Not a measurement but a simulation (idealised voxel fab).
This section sets out a process module, namely voxel double patterning.
Cross-section cut: width 200 nm, square cells of 5 nm.
Just so we're on the same page, the cross-sections are grids of square cells, and they're listed out in bands top to bottom, each band one or more rows deep.
Basically the band line says how high the top is and how high the bottom is, in nm, and then what's in it from left to right, every material with its width in nm. Empty space shows up as "air", and if a single material carries "throughout" it runs the full band edge to edge.
Heights are reckoned from 0. Under this level, the received wafer is all of one material. The bottommost band is open-ended downward, for example "0 -> down".
So if you see something like "30 to 40" for the width, read it as the top row of the band sitting at the first number and the bottom row at the second, with every row in between moving by the same amount as the last.
"everything unchanged" (step): cross-section cells unchanged, all of them.
Reported under the label "Fully closed voids" are the empty spaces having no open way to the top and comprising 8 cells or more; the notation for each is width x height at distance, in which the distance is measured from the left edge and all three values are in nm.
If you see something after the settings on a step's line, that's the simulator's own remark about that step.
overlay nm: for a step with a mask, the amount by which the mask lay right of where it was planned; a negative amount means left of it.
-- Listed below are the process steps as planned
1,RECEIVE,material Si
2,CONFORMAL_DEP,material SiO2,thk nm 10
3,DIRECTIONAL_DEP,material W,thk nm 20
4,DIRECTIONAL_DEP,material SiN,thk nm 5
5,PATTERN,tone open,mask id FIRST,material resist,width nm 15,pitch nm 50,thk nm 20,overlay nm 0
6,DIRECTIONAL_ETCH,etch materials SiN,depth nm 5
7,STRIP,etch materials resist
8,PATTERN,tone open,mask id SECOND,material resist,width nm 15,pitch nm 50,thk nm 15,overlay nm 0
9,DIRECTIONAL_ETCH,etch materials SiN,depth nm 5
10,STRIP,etch materials resist
11,DIRECTIONAL_ETCH,etch materials W,depth nm 20
12,STRIP,etch materials SiN
-- Cross-section of the wafer upon arrival, representing the state reached after step 1
  0 -> down  Si throughout
  Fully closed voids: none
-- first wafer at the end, as planned
  30 -> 10  40 of W / 15 of air / 10 of W / 15 of air / 10 of W / 15 of air / 10 of W / 15 of air / 10 of W / 15 of air / 45 of W
  10 -> 0  SiO2 throughout
  0 -> down  Si throughout
  Fully closed voids: none
-- second wafer at the end: like start, like plan, one mistake
  35 -> 30  SiO2 throughout
  30 -> 10  W throughout
  10 -> 0  SiO2 throughout
  0 -> down  Si throughout
  Fully closed voids: none
Against the plan, the run slipped here: the process deviated at step 4: the operation and settings actually run there were DIRECTIONAL_DEP,material SiO2,thk nm 5
Heads up, by the end the second wafer has more or fewer cells of some materials compared to the first: SiO2: 40 more | W: 60 more
